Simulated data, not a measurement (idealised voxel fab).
process module | voxel self aligned contacts
cross-section cut | 200 nm wide | cells 5 nm
A cross-section is a grid of square cells, given in bands from the top down. A band is one or more rows of cells.
Each band's line starts with the height of the band's top and of its bottom, in nm. Then come its materials from left to right, each with its width in nm. One material with "throughout" fills the band from edge to edge. "air" is empty space.
Height 0 is the level under which the wafer as received is all one material. The lowest band goes on downwards, as in "0 down".
A width such as "30 to 40" changes by the same amount from each row of cells to the next, from the band's top row to its bottom row.
"no change" after a step means that no cell of the cross-section changed.
closed voids: empty space of 8 cells or more with no open way to the top, each as width x height at its distance from the left edge, in nm
after a step's settings: what the simulator itself notes on the step
overlay nm, on a step with a mask: how far to the right of its planned place the mask lay; to the left if negative
plan
1 op RECEIVE | material Si
2 op CONFORMAL_DEP | material SiO2 | thk nm 5
3 op DIRECTIONAL_DEP | material polySi | thk nm 30
4 op DIRECTIONAL_DEP | material SiN | thk nm 20
5 op DIRECTIONAL_DEP | material aC | thk nm 15
6 op PATTERN | tone cover | mask id GATE | material resist | width nm 35 | pitch nm 60 | thk nm 35 | overlay nm 0
7 op DIRECTIONAL_ETCH | etch materials aC | depth nm 15
8 op STRIP | etch materials resist
9 op DIRECTIONAL_ETCH | etch materials SiN | depth nm 20
10 op DIRECTIONAL_ETCH | etch materials polySi | depth nm 30
11 op STRIP | etch materials aC
12 op CONFORMAL_DEP | material SiN | thk nm 5
13 op DIRECTIONAL_ETCH | etch materials SiN | depth nm 5
14 op FILL_DEP | material SiO2 | thk nm 15
15 op CMP | height nm 60
16 op MASKED_ETCH | tone open | mask id CONTACT | width nm 45 | pitch nm 60 | etch materials SiO2 | depth nm 60 | overlay nm 0
17 op CONFORMAL_DEP | material TiN | thk nm 5
18 op FILL_DEP | material Ru | thk nm 10
19 op CMP | height nm 60
20 op CONFORMAL_DEP | material SiCN | thk nm 5
as received, after step 1
  0 down: Si throughout
  closed voids: none
a wafer at the end: this start, this plan, one mistake
  65 to 60: SiCN throughout
  60 to 50: SiO2 45 | TiN 5 to 15 | Ru 35 to 15 | TiN 5 to 15 | SiO2 15 | TiN 5 to 15 | Ru 35 to 15 | TiN 5 to 15 | SiO2 50
  50 to 35: SiO2 20 | SiN 35 | TiN 5 | Ru 15 | TiN 5 | SiN 35 | TiN 5 | Ru 15 | TiN 5 | SiN 35 | SiO2 25
  35 to 5: SiO2 20 | polySi 35 | TiN 5 | Ru 15 | TiN 5 | polySi 35 | TiN 5 | Ru 15 | TiN 5 | polySi 35 | SiO2 25
  5 to 0: SiO2 55 | TiN 25 | SiO2 35 | TiN 25 | SiO2 60
  0 down: Si throughout
  closed voids: none
what went wrong: step 12 was left out
